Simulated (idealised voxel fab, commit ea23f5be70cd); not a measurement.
The document below concerns the process module designated voxel air gaps.
The figure presents cross-section cut, which has a width of 170 nm and is divided into square cells with an edge length of 5 nm.
How to read a cross-section here: the picture is a grid of square cells, written as bands going from the top down, and any band can span one or more rows of cells. The band entry comprises the height of the band's top followed by the height of its bottom, expressed in nm, and subsequently the band's materials from left to right, each stated together with its width in nm. Where a single material is marked with the word "edge to edge", that material fills the band from edge to edge. The word "empty" represents empty space. Where do heights start? At 0: under that level the wafer as delivered is made of one material only. And the lowest band has no floor; it just carries on downward, as in "0 and below". A width such as "30 to 40" changes by the same amount from each row of cells to the next, from the band's top row to its bottom row. Step marked "remains unaltered"? Then no cell in the cross-section changed in it. "Fully sealed cavities": sealed empty spaces, 8 cells or more, no open way to top, listed width x height at distance, with distance from the left edge and width, height and distance in nm. Text after the settings on a step's line: the simulator's own remark on that step. Regarding "overlay nm": on a step with a mask, it is the distance the mask lay to the right of its planned place; a negative value places it to the left.

Set out below are the planned steps of the process:
1,RECEIVE | material Si
2,CONFORMAL_DEP | material SiO2 | thk nm 10
3,CONFORMAL_DEP | material SiN | thk nm 5
4,DIRECTIONAL_DEP | material lowk | thk nm 40
5,DIRECTIONAL_DEP | material aC | thk nm 10
6,PATTERN | tone open | mask id LINES | material resist | width nm 20 | pitch nm 45 | thk nm 25 | overlay nm 0
7,DIRECTIONAL_ETCH | etch materials aC | depth nm 10
8,STRIP | etch materials resist
9,DIRECTIONAL_ETCH | etch materials lowk | depth nm 40
10,STRIP | etch materials aC
11,CONFORMAL_DEP | material TiN | thk nm 5
12,FILL_DEP | material Ru | thk nm 10
13,CMP | height nm 55
14,EPI | material Ru | thk nm 10
15,SELECTIVE_ETCH | etch materials lowk | depth nm 50
16,CONFORMAL_DEP | material SiCN | thk nm 5

First of two wafers, with the run carried out as planned:

Cross-section of the wafer as it came to us, i.e., already through step 1:
- 0 and below  Si edge to edge
- Fully sealed cavities: none

How the wafer stands in section after step 2:
- 10 down to 0  SiO2 edge to edge
- Below 0 it's all the same as before, nothing changed down there.

How the wafer stands in section after step 3:
- 15 down to 10  SiN edge to edge
- Below 10 it's all the same as before, nothing changed down there.

How the wafer stands in section after step 4:
- 55 down to 15  lowk edge to edge
- Below 15 it's all the same as before, nothing changed down there.

How the wafer stands in section after step 5:
- 65 down to 55  aC edge to edge
- Below 55 it's all the same as before, nothing changed down there.

How the wafer stands in section after step 6:
- 90 down to 65  resist (30)  empty (20)  resist (25)  empty (20)  resist (25)  empty (20)  resist (30)
- Below 65 it's all the same as before, nothing changed down there.

How the wafer stands in section after step 7:
- 80 down to 65  resist (30)  empty (20)  resist (25)  empty (20)  resist (25)  empty (20)  resist (30)
- 65 down to 55  aC (30)  empty (20)  aC (25)  empty (20)  aC (25)  empty (20)  aC (30)
- Below 55 it's all the same as before, nothing changed down there.

How the wafer stands in section after step 8:
- 65 down to 55  aC (30)  empty (20)  aC (25)  empty (20)  aC (25)  empty (20)  aC (30)
- Below 55 it's all the same as before, nothing changed down there.

How the wafer stands in section after step 9:
- 65 down to 55  aC (30)  empty (20)  aC (25)  empty (20)  aC (25)  empty (20)  aC (30)
- 55 down to 15  lowk (30)  empty (20)  lowk (25)  empty (20)  lowk (25)  empty (20)  lowk (30)
- Below 15 it's all the same as before, nothing changed down there.

How the wafer stands in section after step 10:
- 55 down to 15  lowk (30)  empty (20)  lowk (25)  empty (20)  lowk (25)  empty (20)  lowk (30)
- Below 15 it's all the same as before, nothing changed down there.

How the wafer stands in section after step 11:
- 60 down to 55  TiN (35)  empty (10)  TiN (35)  empty (10)  TiN (35)  empty (10)  TiN (35)
- 55 down to 20  lowk (30)  TiN (5)  empty (10)  TiN (5)  lowk (25)  TiN (5)  empty (10)  TiN (5)  lowk (25)  TiN (5)  empty (10)  TiN (5)  lowk (30)
- 20 down to 15  lowk (30)  TiN (20)  lowk (25)  TiN (20)  lowk (25)  TiN (20)  lowk (30)
- Below 15 it's all the same as before, nothing changed down there.

How the wafer stands in section after step 12:
- 70 down to 60  Ru edge to edge
- 60 down to 55  TiN (35)  Ru (10)  TiN (35)  Ru (10)  TiN (35)  Ru (10)  TiN (35)
- 55 down to 20  lowk (30)  TiN (5)  Ru (10)  TiN (5)  lowk (25)  TiN (5)  Ru (10)  TiN (5)  lowk (25)  TiN (5)  Ru (10)  TiN (5)  lowk (30)
- Below 20 it's all the same as before, nothing changed down there.

How the wafer stands in section after step 13:
- 55 down to 20  lowk (30)  TiN (5)  Ru (10)  TiN (5)  lowk (25)  TiN (5)  Ru (10)  TiN (5)  lowk (25)  TiN (5)  Ru (10)  TiN (5)  lowk (30)
- Below 20 it's all the same as before, nothing changed down there.

How the wafer stands in section after step 14:
- 65 down to 55  empty (20)  Ru (40)  empty (5)  Ru (40)  empty (5)  Ru (40)  empty (20)
- Below 55 it's all the same as before, nothing changed down there.

How the wafer stands in section after step 15:
- 65 down to 55  empty (20)  Ru (40)  empty (5)  Ru (40)  empty (5)  Ru (40)  empty (20)
- 55 down to 20  empty (30)  TiN (5)  Ru (10)  TiN (5)  empty (25)  TiN (5)  Ru (10)  TiN (5)  empty (25)  TiN (5)  Ru (10)  TiN (5)  empty (30)
- 20 down to 15  empty (30)  TiN (20)  empty (25)  TiN (20)  empty (25)  TiN (20)  empty (30)
- Below 15 it's all the same as before, nothing changed down there.

How the wafer stands in section after step 16:
- 70 down to 65  empty (15)  SiCN (140)  empty (15)
- 65 down to 55  empty (15)  SiCN (5)  Ru (40)  SiCN (5)  Ru (40)  SiCN (5)  Ru (40)  SiCN (5)  empty (15)
- 55 down to 50  empty (15)  SiCN (15)  TiN (5)  Ru (10)  TiN (5)  SiCN (25)  TiN (5)  Ru (10)  TiN (5)  SiCN (25)  TiN (5)  Ru (10)  TiN (5)  SiCN (15)  empty (15)
- 50 down to 20  empty (25)  SiCN (5)  TiN (5)  Ru (10)  TiN (5)  SiCN (5)  empty (15)  SiCN (5)  TiN (5)  Ru (10)  TiN (5)  SiCN (5)  empty (15)  SiCN (5)  TiN (5)  Ru (10)  TiN (5)  SiCN (5)  empty (25)
- 20 down to 15  SiCN (30)  TiN (20)  SiCN (25)  TiN (20)  SiCN (25)  TiN (20)  SiCN (30)
- Below 15 it's all the same as before, nothing changed down there.
- Fully sealed cavities: 15 x 30 at 55; 15 x 30 at 100

Okay, second wafer. Nothing different at the start, nothing different in the plan, just one mistake somewhere in the running. As far as step 2, counting that step, it's the first wafer all over again:

Cross-section of the second wafer corresponding to the planned conclusion of step 3: remains unaltered

Cross-section of the second wafer corresponding to the planned conclusion of step 4:
- 50 down to 10  lowk edge to edge
- Below 10 it's all the same as before, nothing changed down there.

Cross-section of the second wafer corresponding to the planned conclusion of step 5:
- 60 down to 50  aC edge to edge
- Below 50 it's all the same as before, nothing changed down there.

Cross-section of the second wafer corresponding to the planned conclusion of step 6:
- 85 down to 60  resist (30)  empty (20)  resist (25)  empty (20)  resist (25)  empty (20)  resist (30)
- Below 60 it's all the same as before, nothing changed down there.

Cross-section of the second wafer corresponding to the planned conclusion of step 7:
- 75 down to 60  resist (30)  empty (20)  resist (25)  empty (20)  resist (25)  empty (20)  resist (30)
- 60 down to 50  aC (30)  empty (20)  aC (25)  empty (20)  aC (25)  empty (20)  aC (30)
- Below 50 it's all the same as before, nothing changed down there.

Cross-section of the second wafer corresponding to the planned conclusion of step 8:
- 60 down to 50  aC (30)  empty (20)  aC (25)  empty (20)  aC (25)  empty (20)  aC (30)
- Below 50 it's all the same as before, nothing changed down there.

Cross-section of the second wafer corresponding to the planned conclusion of step 9:
- 60 down to 50  aC (30)  empty (20)  aC (25)  empty (20)  aC (25)  empty (20)  aC (30)
- 50 down to 10  lowk (30)  empty (20)  lowk (25)  empty (20)  lowk (25)  empty (20)  lowk (30)
- Below 10 it's all the same as before, nothing changed down there.

Cross-section of the second wafer corresponding to the planned conclusion of step 10:
- 50 down to 10  lowk (30)  empty (20)  lowk (25)  empty (20)  lowk (25)  empty (20)  lowk (30)
- Below 10 it's all the same as before, nothing changed down there.

Cross-section of the second wafer corresponding to the planned conclusion of step 11:
- 55 down to 50  TiN (35)  empty (10)  TiN (35)  empty (10)  TiN (35)  empty (10)  TiN (35)
- 50 down to 15  lowk (30)  TiN (5)  empty (10)  TiN (5)  lowk (25)  TiN (5)  empty (10)  TiN (5)  lowk (25)  TiN (5)  empty (10)  TiN (5)  lowk (30)
- 15 down to 10  lowk (30)  TiN (20)  lowk (25)  TiN (20)  lowk (25)  TiN (20)  lowk (30)
- Below 10 it's all the same as before, nothing changed down there.

Cross-section of the second wafer corresponding to the planned conclusion of step 12:
- 65 down to 55  Ru edge to edge
- 55 down to 50  TiN (35)  Ru (10)  TiN (35)  Ru (10)  TiN (35)  Ru (10)  TiN (35)
- 50 down to 15  lowk (30)  TiN (5)  Ru (10)  TiN (5)  lowk (25)  TiN (5)  Ru (10)  TiN (5)  lowk (25)  TiN (5)  Ru (10)  TiN (5)  lowk (30)
- Below 15 it's all the same as before, nothing changed down there.

Cross-section of the second wafer corresponding to the planned conclusion of step 13:
- 55 down to 50  TiN (35)  Ru (10)  TiN (35)  Ru (10)  TiN (35)  Ru (10)  TiN (35)
- Below 50 it's all the same as before, nothing changed down there.

Cross-section of the second wafer corresponding to the planned conclusion of step 14:
- 65 down to 55  Ru edge to edge
- Below 55 it's all the same as before, nothing changed down there.

Cross-section of the second wafer corresponding to the planned conclusion of step 15: remains unaltered

Cross-section of the second wafer corresponding to the planned conclusion of step 16:
- 70 down to 65  SiCN edge to edge
- Below 65 it's all the same as before, nothing changed down there.
What went wrong in running the wafer? step 3 in the plan did not get run; it was skipped
The second wafer ends with more or fewer cells of some materials than the first, per final count: Ru: 26 more, SiCN: 76 fewer, SiN: 34 fewer, TiN: 28 more, lowk: 176 more
First wafer closed voids (final) = 2; second wafer closed voids (final) = 0.
